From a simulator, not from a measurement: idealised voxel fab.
The following process module bears the name voxel double patterning.
Section shown: cut. Width: 255 nm. Cell size: 5 nm, square.
Cross-section format: a grid of square cells, given as bands from top to bottom; each band is one or more rows of cells.
Per band: top height and bottom height in nm, followed by the left-to-right materials and their widths in nm; "throughout" marks a single material spanning edge to edge, "empty" marks empty space.
Ref level 0: as-received wafer is one material below here. Bottom band extends down with no lower bound ("0 -> down").
A width given as "30 to 40" starts at the first number in the band's top row and ends at the second number in its bottom row, shifting by an equal amount at every step from row to row.
Key: "identical to before" - step with no changed cell in the cross-section.
"Closed empty spaces" means: voids of 8 cells or more that are shut off from the top with no open way through. Written width x height at distance, distance from the left edge, in nm.
Note: text after step settings on the step line = simulator remark on that step.
"overlay nm" on a masked step: distance the mask lay right of its planned place, negative for left.

# Listed below are the process steps as planned
1: RECEIVE (material Si)
2: CONFORMAL_DEP (material SiN; thk nm 10)
3: DIRECTIONAL_DEP (material SiO2; thk nm 15)
4: DIRECTIONAL_DEP (material SiCN; thk nm 5)
5: DIRECTIONAL_DEP (material aC; thk nm 10)
6: PATTERN (tone open; mask id FIRST; material resist; width nm 15; pitch nm 50; thk nm 25; overlay nm 0)
7: DIRECTIONAL_ETCH (etch materials aC; depth nm 10)
8: STRIP (etch materials resist)
9: DIRECTIONAL_ETCH (etch materials SiCN; depth nm 5)
10: STRIP (etch materials aC)
11: MASKED_ETCH (tone open; mask id SECOND; width nm 15; etch materials SiCN; depth nm 5; overlay nm 0)
12: DIRECTIONAL_ETCH (etch materials SiO2; depth nm 15)
13: STRIP (etch materials SiCN)

# First of two wafers, processed according to plan

# Shown in cross-section is the wafer as received, that is, as it stands after step 1
	0 -> down = Si throughout
	Closed empty spaces: none

# Wafer section view after processing step 2
	10 -> 0 = SiN throughout
	Nothing below the height 0 has changed.

# Wafer section view after processing step 3
	25 -> 10 = SiO2 throughout
	Nothing below the height 10 has changed.

# Wafer section view after processing step 4
	30 -> 25 = SiCN throughout
	Nothing below the height 25 has changed.

# Wafer section view after processing step 5
	40 -> 30 = aC throughout
	Nothing below the height 30 has changed.

# Wafer section view after processing step 6
	65 -> 40 = 95 nm resist, 15 nm empty, 35 nm resist, 15 nm empty, 95 nm resist
	Nothing below the height 40 has changed.

# Wafer section view after processing step 7
	55 -> 40 = 95 nm resist, 15 nm empty, 35 nm resist, 15 nm empty, 95 nm resist
	40 -> 30 = 95 nm aC, 15 nm empty, 35 nm aC, 15 nm empty, 95 nm aC
	Nothing below the height 30 has changed.

# Wafer section view after processing step 8
	40 -> 30 = 95 nm aC, 15 nm empty, 35 nm aC, 15 nm empty, 95 nm aC
	Nothing below the height 30 has changed.

# Wafer section view after processing step 9
	40 -> 30 = 95 nm aC, 15 nm empty, 35 nm aC, 15 nm empty, 95 nm aC
	30 -> 25 = 95 nm SiCN, 15 nm empty, 35 nm SiCN, 15 nm empty, 95 nm SiCN
	Nothing below the height 25 has changed.

# Wafer section view after processing step 10
	30 -> 25 = 95 nm SiCN, 15 nm empty, 35 nm SiCN, 15 nm empty, 95 nm SiCN
	Nothing below the height 25 has changed.

# Wafer section view after processing step 11
	30 -> 25 = 95 nm SiCN, 15 nm empty, 10 nm SiCN, 15 nm empty, 10 nm SiCN, 15 nm empty, 95 nm SiCN
	Nothing below the height 25 has changed.

# Wafer section view after processing step 12
	30 -> 25 = 95 nm SiCN, 15 nm empty, 10 nm SiCN, 15 nm empty, 10 nm SiCN, 15 nm empty, 95 nm SiCN
	25 -> 10 = 95 nm SiO2, 15 nm empty, 10 nm SiO2, 15 nm empty, 10 nm SiO2, 15 nm empty, 95 nm SiO2
	Nothing below the height 10 has changed.

# Wafer section view after processing step 13
	25 -> 10 = 95 nm SiO2, 15 nm empty, 10 nm SiO2, 15 nm empty, 10 nm SiO2, 15 nm empty, 95 nm SiO2
	Nothing below the height 10 has changed.

# Second Wafer (Identical Start and Plan, One Processing Error; Matches First Wafer Through Step 10)

# Second wafer, cross-section, planned end of step 11
	30 -> 25 = 95 nm SiCN, 15 nm empty, 5 nm SiCN, 15 nm empty, 15 nm SiCN, 15 nm empty, 95 nm SiCN
	Nothing below the height 25 has changed.

# Second wafer, cross-section, planned end of step 12
	30 -> 25 = 95 nm SiCN, 15 nm empty, 5 nm SiCN, 15 nm empty, 15 nm SiCN, 15 nm empty, 95 nm SiCN
	25 -> 10 = 95 nm SiO2, 15 nm empty, 5 nm SiO2, 15 nm empty, 15 nm SiO2, 15 nm empty, 95 nm SiO2
	Nothing below the height 10 has changed.

# Second wafer, cross-section, planned end of step 13
	25 -> 10 = 95 nm SiO2, 15 nm empty, 5 nm SiO2, 15 nm empty, 15 nm SiO2, 15 nm empty, 95 nm SiO2
	Nothing below the height 10 has changed.
Want to know what went wrong? step 11 was not run as planned; what actually ran was MASKED_ETCH (tone open; mask id SECOND; width nm 15; etch materials SiCN; depth nm 5; overlay nm -5)
Cell counts per material: same on both final wafers. Positions: different.
